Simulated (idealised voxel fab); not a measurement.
The following is a process module called voxel released beams.
Xsec cut, 175 nm wide, square cell size 5 nm.
In what follows, cross-sections appear as grids of square cells, described through bands that run from the top down, where every band is one or more rows of cells.
Top, bottom (nm), then materials left to right with widths (nm); lone material tagged "everywhere" fills the whole band edge to edge; "blank" = empty space.
Heads up on the height convention: 0 is the point under which the incoming wafer is all one material, and the lowest band has no bottom, it just keeps going down, like "0..down".
Width "30->40": first value at the band's top row of cells, second value at its bottom row, equal change from row to row.
Any step labelled "all unchanged" changed none of the cells in the cross-section.
"Closed internal cavities" - sealed voids, min. 8 cells, no opening to top; format: width x height at distance (distance from left edge; nm throughout).
Post-settings text on a step line: simulator's own remark regarding the step.
Steps that use a mask can have "overlay nm" on their line. It says how far the mask sat to the right of where it was meant to be. Negative means to the left.

[Set out below are the planned steps of the process]
1: RECEIVE,material Si
2: CONFORMAL_DEP,material SiN,thk nm 5
3: DIRECTIONAL_DEP,material SiO2,thk nm 15
4: PATTERN,tone open,mask id ANCHOR,material resist,width nm 25,thk nm 15,overlay nm 0
5: DIRECTIONAL_ETCH,etch materials SiO2,depth nm 15
6: STRIP,etch materials resist
7: CONFORMAL_DEP,material TiN,thk nm 10
8: DIRECTIONAL_DEP,material aC,thk nm 15
9: PATTERN,tone cover,mask id BEAM,material resist,width nm 95,thk nm 30,overlay nm 0
10: DIRECTIONAL_ETCH,etch materials aC,depth nm 15
11: STRIP,etch materials resist
12: DIRECTIONAL_ETCH,etch materials TiN,depth nm 10
13: STRIP,etch materials aC
14: STRIP,etch materials SiO2

[Shown in cross-section is the wafer as received, that is, as it stands after step 1]
> 0..down  Si everywhere
> Closed internal cavities: none

[This is how the wafer looks in cross-section once the module is done, given the starting state and plan above and one mistake in carrying the plan out]
> 30..20  35 nm blank; 95 nm TiN; 45 nm blank
> 20..15  SiN everywhere
> 15..0  SiO2 everywhere
> 0..down  Si everywhere
> Closed internal cavities: none
Deviation noted in wafer processing: the processing plan was not followed for steps 2 and 3, which were run with their positions exchanged
